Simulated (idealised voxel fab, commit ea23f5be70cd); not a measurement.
The document below concerns the process module designated voxel gate over fins.
For reference, the cross-section in this document is cut, with width 180 nm and square cells of 5 nm.
A cross-section is written here as square cells arranged in a grid, and it is given in bands from the top down, each band taking up one or more rows of cells.
Within each band entry, the heights of the top and of the bottom of the band appear first, in that order and in nm; the materials of the band then follow from left to right, each with its corresponding width in nm. The designation "throughout" on a single material indicates that it fills the band from edge to edge; the designation "empty" indicates empty space.
For the purposes of this specification, 0 denotes the height below which the wafer in its as-received condition is composed wholly of one material, and the lowermost band, lacking a lower limit, extends downward without end, as expressed in "0 and below".
Read "30..40" as a graded width: first number on top, second number at the bottom, same change between each pair of neighbouring rows.
Basically "everything unchanged" means that step didn't change any cell in the cross-section.
Reported under the label "Closed void register" are the empty spaces having no open way to the top and comprising 8 cells or more; the notation for each is width x height at distance, in which the distance is measured from the left edge and all three values are in nm.
after a step's settings: what the simulator itself notes on the step
overlay nm: step with mask; distance mask lay right of planned place; negative value = left of planned place.

**The following list gives the planned process steps**
1,RECEIVE (material Si)
2,CONFORMAL_DEP (material SiN; thk nm 10)
3,MASKED_ETCH (tone cover; mask id FINS; width nm 15; pitch nm 60; etch materials SiN; depth nm 10; overlay nm 0)
4,MASKED_ETCH (tone cover; mask id FINS; width nm 15; pitch nm 60; etch materials Si; depth nm 35; overlay nm 0)
5,FILL_DEP (material SiO2; thk nm 15)
6,CMP (height nm 10)
7,MASKED_ETCH (tone open; mask id RAIL; width nm 15; etch materials SiO2; depth nm 40; overlay nm 0)
8,CONFORMAL_DEP (material TiN; thk nm 5)
9,FILL_DEP (material W; thk nm 10)
10,CMP (height nm 10)
11,SELECTIVE_ETCH (etch materials W Ru TiN; depth nm 25)
12,FILL_DEP (material SiO2; thk nm 5)
13,CMP (height nm 10)
14,SELECTIVE_ETCH (etch materials SiO2; depth nm 20)
15,STRIP (etch materials SiN)
16,CONFORMAL_DEP (material HfO2; thk nm 5)
17,CONFORMAL_DEP (material TiN; thk nm 5)
18,FILL_DEP (material W; thk nm 10)
19,CMP (height nm 15)
20,CONFORMAL_DEP (material SiCN; thk nm 10)

**First of two wafers - as planned**

**Incoming wafer in cross-section (state: after step 1)**
0 and below = Si throughout
Closed void register: none

**Wafer section view after processing step 2**
10 down to 0 = SiN throughout
Beneath the level 0, the cross-section is identical to its previous state.

**Wafer section view after processing step 3**
10 down to 0 = empty 50 / SiN 15 / empty 45 / SiN 15 / empty 55
Beneath the level 0, the cross-section is identical to its previous state.

**Wafer section view after processing step 4**
10 down to 0 = empty 50 / SiN 15 / empty 45 / SiN 15 / empty 55
0 down to -35 = empty 50 / Si 15 / empty 45 / Si 15 / empty 55
Beneath the level -35, the cross-section is identical to its previous state.

**Wafer section view after processing step 5**
25 down to 10 = SiO2 throughout
10 down to 0 = SiO2 50 / SiN 15 / SiO2 45 / SiN 15 / SiO2 55
0 down to -35 = SiO2 50 / Si 15 / SiO2 45 / Si 15 / SiO2 55
Beneath the level -35, the cross-section is identical to its previous state.

**Wafer section view after processing step 6**
10 down to 0 = SiO2 50 / SiN 15 / SiO2 45 / SiN 15 / SiO2 55
Beneath the level 0, the cross-section is identical to its previous state.

**Wafer section view after processing step 7**
10 down to 0 = SiO2 50 / SiN 15 / SiO2 15 / empty 15 / SiO2 15 / SiN 15 / SiO2 55
0 down to -30 = SiO2 50 / Si 15 / SiO2 15 / empty 15 / SiO2 15 / Si 15 / SiO2 55
Beneath the level -30, the cross-section is identical to its previous state.

**Wafer section view after processing step 8**
15 down to 10 = TiN 85 / empty 5 / TiN 90
10 down to 0 = SiO2 50 / SiN 15 / SiO2 15 / TiN 5 / empty 5 / TiN 5 / SiO2 15 / SiN 15 / SiO2 55
0 down to -25 = SiO2 50 / Si 15 / SiO2 15 / TiN 5 / empty 5 / TiN 5 / SiO2 15 / Si 15 / SiO2 55
-25 down to -30 = SiO2 50 / Si 15 / SiO2 15 / TiN 15 / SiO2 15 / Si 15 / SiO2 55
Beneath the level -30, the cross-section is identical to its previous state.

**Wafer section view after processing step 9**
25 down to 15 = W throughout
15 down to 10 = TiN 85 / W 5 / TiN 90
10 down to 0 = SiO2 50 / SiN 15 / SiO2 15 / TiN 5 / W 5 / TiN 5 / SiO2 15 / SiN 15 / SiO2 55
0 down to -25 = SiO2 50 / Si 15 / SiO2 15 / TiN 5 / W 5 / TiN 5 / SiO2 15 / Si 15 / SiO2 55
Beneath the level -25, the cross-section is identical to its previous state.

**Wafer section view after processing step 10**
10 down to 0 = SiO2 50 / SiN 15 / SiO2 15 / TiN 5 / W 5 / TiN 5 / SiO2 15 / SiN 15 / SiO2 55
Beneath the level 0, the cross-section is identical to its previous state.

**Wafer section view after processing step 11**
10 down to 0 = SiO2 50 / SiN 15 / SiO2 15 / empty 15 / SiO2 15 / SiN 15 / SiO2 55
0 down to -15 = SiO2 50 / Si 15 / SiO2 15 / empty 15 / SiO2 15 / Si 15 / SiO2 55
Beneath the level -15, the cross-section is identical to its previous state.

**Wafer section view after processing step 12**
15 down to 10 = SiO2 throughout
10 down to 0 = SiO2 50 / SiN 15 / SiO2 45 / SiN 15 / SiO2 55
0 down to -15 = SiO2 50 / Si 15 / SiO2 45 / Si 15 / SiO2 55
Beneath the level -15, the cross-section is identical to its previous state.

**Wafer section view after processing step 13**
10 down to 0 = SiO2 50 / SiN 15 / SiO2 45 / SiN 15 / SiO2 55
Beneath the level 0, the cross-section is identical to its previous state.

**Wafer section view after processing step 14**
10 down to 0 = empty 50 / SiN 15 / empty 45 / SiN 15 / empty 55
0 down to -10 = empty 50 / Si 15 / empty 45 / Si 15 / empty 55
Beneath the level -10, the cross-section is identical to its previous state.

**Wafer section view after processing step 15**
0 down to -10 = empty 50 / Si 15 / empty 45 / Si 15 / empty 55
Beneath the level -10, the cross-section is identical to its previous state.

**Wafer section view after processing step 16**
5 down to 0 = empty 45 / HfO2 25 / empty 35 / HfO2 25 / empty 50
0 down to -5 = empty 45 / HfO2 5 / Si 15 / HfO2 5 / empty 35 / HfO2 5 / Si 15 / HfO2 5 / empty 50
-5 down to -10 = HfO2 50 / Si 15 / HfO2 45 / Si 15 / HfO2 55
Beneath the level -10, the cross-section is identical to its previous state.

**Wafer section view after processing step 17**
10 down to 5 = empty 40 / TiN 35 / empty 25 / TiN 35 / empty 45
5 down to 0 = empty 40 / TiN 5 / HfO2 25 / TiN 5 / empty 25 / TiN 5 / HfO2 25 / TiN 5 / empty 45
0 down to -5 = TiN 45 / HfO2 5 / Si 15 / HfO2 5 / TiN 35 / HfO2 5 / Si 15 / HfO2 5 / TiN 50
Beneath the level -5, the cross-section is identical to its previous state.

**Wafer section view after processing step 18**
20 down to 10 = W throughout
10 down to 5 = W 40 / TiN 35 / W 25 / TiN 35 / W 45
5 down to 0 = W 40 / TiN 5 / HfO2 25 / TiN 5 / W 25 / TiN 5 / HfO2 25 / TiN 5 / W 45
Beneath the level 0, the cross-section is identical to its previous state.

**Wafer section view after processing step 19**
15 down to 10 = W throughout
Beneath the level 10, the cross-section is identical to its previous state.

**Wafer section view after processing step 20**
25 down to 15 = SiCN throughout
Beneath the level 15, the cross-section is identical to its previous state.

**Regarding the second of the two wafers: it shared the first wafer's starting condition and process plan, yet one error occurred during its execution. Its history coincides with that of the first wafer up to and including step 6**

**Second wafer shown in cross-section at the time step 7 was slated to end**
10 down to 0 = SiO2 50 / SiN 15 / SiO2 20 / empty 15 / SiO2 10 / SiN 15 / SiO2 55
0 down to -30 = SiO2 50 / Si 15 / SiO2 20 / empty 15 / SiO2 10 / Si 15 / SiO2 55
Beneath the level -30, the cross-section is identical to its previous state.

**Second wafer shown in cross-section at the time step 8 was slated to end**
15 down to 10 = TiN 90 / empty 5 / TiN 85
10 down to 0 = SiO2 50 / SiN 15 / SiO2 20 / TiN 5 / empty 5 / TiN 5 / SiO2 10 / SiN 15 / SiO2 55
0 down to -25 = SiO2 50 / Si 15 / SiO2 20 / TiN 5 / empty 5 / TiN 5 / SiO2 10 / Si 15 / SiO2 55
-25 down to -30 = SiO2 50 / Si 15 / SiO2 20 / TiN 15 / SiO2 10 / Si 15 / SiO2 55
Beneath the level -30, the cross-section is identical to its previous state.

**Second wafer shown in cross-section at the time step 9 was slated to end**
25 down to 15 = W throughout
15 down to 10 = TiN 90 / W 5 / TiN 85
10 down to 0 = SiO2 50 / SiN 15 / SiO2 20 / TiN 5 / W 5 / TiN 5 / SiO2 10 / SiN 15 / SiO2 55
0 down to -25 = SiO2 50 / Si 15 / SiO2 20 / TiN 5 / W 5 / TiN 5 / SiO2 10 / Si 15 / SiO2 55
Beneath the level -25, the cross-section is identical to its previous state.

**Second wafer shown in cross-section at the time step 10 was slated to end**
10 down to 0 = SiO2 50 / SiN 15 / SiO2 20 / TiN 5 / W 5 / TiN 5 / SiO2 10 / SiN 15 / SiO2 55
Beneath the level 0, the cross-section is identical to its previous state.

**Second wafer shown in cross-section at the time step 11 was slated to end**
10 down to 0 = SiO2 50 / SiN 15 / SiO2 20 / empty 15 / SiO2 10 / SiN 15 / SiO2 55
0 down to -15 = SiO2 50 / Si 15 / SiO2 20 / empty 15 / SiO2 10 / Si 15 / SiO2 55
Beneath the level -15, the cross-section is identical to its previous state.

**Second wafer shown in cross-section at the time step 12 was slated to end**
15 down to 10 = SiO2 throughout
10 down to 0 = SiO2 50 / SiN 15 / SiO2 45 / SiN 15 / SiO2 55
0 down to -15 = SiO2 50 / Si 15 / SiO2 45 / Si 15 / SiO2 55
Beneath the level -15, the cross-section is identical to its previous state.

**Second wafer shown in cross-section at the time step 13 was slated to end**
10 down to 0 = SiO2 50 / SiN 15 / SiO2 45 / SiN 15 / SiO2 55
Beneath the level 0, the cross-section is identical to its previous state.

**Second wafer shown in cross-section at the time step 14 was slated to end**
10 down to 0 = empty 50 / SiN 15 / empty 45 / SiN 15 / empty 55
0 down to -10 = empty 50 / Si 15 / empty 45 / Si 15 / empty 55
Beneath the level -10, the cross-section is identical to its previous state.

**Second wafer shown in cross-section at the time step 15 was slated to end**
0 down to -10 = empty 50 / Si 15 / empty 45 / Si 15 / empty 55
Beneath the level -10, the cross-section is identical to its previous state.

**Second wafer shown in cross-section at the time step 16 was slated to end**
5 down to 0 = empty 45 / HfO2 25 / empty 35 / HfO2 25 / empty 50
0 down to -5 = empty 45 / HfO2 5 / Si 15 / HfO2 5 / empty 35 / HfO2 5 / Si 15 / HfO2 5 / empty 50
-5 down to -10 = HfO2 50 / Si 15 / HfO2 45 / Si 15 / HfO2 55
Beneath the level -10, the cross-section is identical to its previous state.

**Second wafer shown in cross-section at the time step 17 was slated to end**
10 down to 5 = empty 40 / TiN 35 / empty 25 / TiN 35 / empty 45
5 down to 0 = empty 40 / TiN 5 / HfO2 25 / TiN 5 / empty 25 / TiN 5 / HfO2 25 / TiN 5 / empty 45
0 down to -5 = TiN 45 / HfO2 5 / Si 15 / HfO2 5 / TiN 35 / HfO2 5 / Si 15 / HfO2 5 / TiN 50
Beneath the level -5, the cross-section is identical to its previous state.

**Second wafer shown in cross-section at the time step 18 was slated to end**
20 down to 10 = W throughout
10 down to 5 = W 40 / TiN 35 / W 25 / TiN 35 / W 45
5 down to 0 = W 40 / TiN 5 / HfO2 25 / TiN 5 / W 25 / TiN 5 / HfO2 25 / TiN 5 / W 45
Beneath the level 0, the cross-section is identical to its previous state.

**Second wafer shown in cross-section at the time step 19 was slated to end**
15 down to 10 = W throughout
Beneath the level 10, the cross-section is identical to its previous state.

**Second wafer shown in cross-section at the time step 20 was slated to end**
25 down to 15 = SiCN throughout
Beneath the level 15, the cross-section is identical to its previous state.
Heads up, the wafer didn't run the way we planned it: step 7: run off-plan, actual operation and settings MASKED_ETCH (tone open; mask id RAIL; width nm 15; etch materials SiO2; depth nm 40; overlay nm 5)
In the final comparison it is observed that the number of cells assigned to each material is identical for the two wafers, whereas their placement is not.
